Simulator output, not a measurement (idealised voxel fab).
process module | voxel ribs on slabs
cross-section cut | 175 nm wide | cells 5 nm
A cross-section is a grid of square cells, given in bands from the top down. A band is one or more rows of cells.
Each band's line starts with the height of the band's top and of its bottom, in nm. Then come its materials from left to right, each with its width in nm. One material with "throughout" fills the band from edge to edge. "air" is empty space.
Height 0 is the level under which the wafer as received is all one material. The lowest band goes on downwards, as in "0 down".
A width such as "30 to 40" changes by the same amount from each row of cells to the next, from the band's top row to its bottom row.
"no change" after a step means that no cell of the cross-section changed.
closed voids: empty space of 8 cells or more with no open way to the top, each as width x height at its distance from the left edge, in nm
after a step's settings: what the simulator itself notes on the step
overlay nm, on a step with a mask: how far to the right of its planned place the mask lay; to the left if negative
plan
1 op RECEIVE | material Si
2 op DIRECTIONAL_DEP | material SiO2 | thk nm 25
3 op DIRECTIONAL_DEP | material SiN | thk nm 25
4 op DIRECTIONAL_DEP | material aC | thk nm 10
5 op PATTERN | tone cover | mask id RIB | material resist | width nm 25 | thk nm 25 | overlay nm 0
6 op DIRECTIONAL_ETCH | etch materials aC | depth nm 10
7 op STRIP | etch materials resist
8 op DIRECTIONAL_ETCH | etch materials SiN | depth nm 20
9 op STRIP | etch materials aC
10 op PATTERN | tone cover | mask id SLAB | material resist | width nm 65 | thk nm 20 | overlay nm 0
11 op DIRECTIONAL_ETCH | etch materials SiN | depth nm 5
12 op STRIP | etch materials resist
13 op FILL_DEP | material SiO2 | thk nm 25
14 op CMP | height nm 65
15 op DIRECTIONAL_DEP | material TiN | thk nm 5
16 op PATTERN | tone cover | mask id HEATER | material resist | width nm 35 | thk nm 15 | overlay nm 0
17 op DIRECTIONAL_ETCH | etch materials TiN | depth nm 5
18 op STRIP | etch materials resist
19 op CONFORMAL_DEP | material SiN | thk nm 5
first wafer, as planned
as received, after step 1
  0 down: Si throughout
  closed voids: none
after step 2
  25 to 0: SiO2 throughout
  below 0: unchanged
after step 3
  50 to 25: SiN throughout
  below 25: unchanged
after step 4
  60 to 50: aC throughout
  below 50: unchanged
after step 5
  85 to 60: air 75 | resist 25 | air 75
  below 60: unchanged
after step 6
  75 to 60: air 75 | resist 25 | air 75
  60 to 50: air 75 | aC 25 | air 75
  below 50: unchanged
after step 7
  60 to 50: air 75 | aC 25 | air 75
  below 50: unchanged
after step 8
  60 to 50: air 75 | aC 25 | air 75
  50 to 30: air 75 | SiN 25 | air 75
  below 30: unchanged
after step 9
  50 to 30: air 75 | SiN 25 | air 75
  below 30: unchanged
after step 10
  70 to 50: air 55 | resist 65 | air 55
  50 to 30: air 55 | resist 20 | SiN 25 | resist 20 | air 55
  below 30: unchanged
after step 11
  70 to 50: air 55 | resist 65 | air 55
  50 to 30: air 55 | resist 20 | SiN 25 | resist 20 | air 55
  30 to 25: air 55 | SiN 65 | air 55
  below 25: unchanged
after step 12
  50 to 30: air 75 | SiN 25 | air 75
  below 30: unchanged
after step 13
  75 to 50: SiO2 throughout
  50 to 30: SiO2 75 | SiN 25 | SiO2 75
  30 to 25: SiO2 55 | SiN 65 | SiO2 55
  below 25: unchanged
after step 14
  65 to 50: SiO2 throughout
  below 50: unchanged
after step 15
  70 to 65: TiN throughout
  below 65: unchanged
after step 16
  85 to 70: air 70 | resist 35 | air 70
  below 70: unchanged
after step 17
  85 to 70: air 70 | resist 35 | air 70
  70 to 65: air 70 | TiN 35 | air 70
  below 65: unchanged
after step 18
  70 to 65: air 70 | TiN 35 | air 70
  below 65: unchanged
after step 19
  75 to 70: air 65 | SiN 45 | air 65
  70 to 65: SiN 70 | TiN 35 | SiN 70
  below 65: unchanged
second wafer: like start, like plan, one mistake. Through step 18 it matches the first wafer
when step 19 should have ended: no change
what went wrong: step 19 was left out
at the end the second wafer has, in cells: 37 fewer of SiN
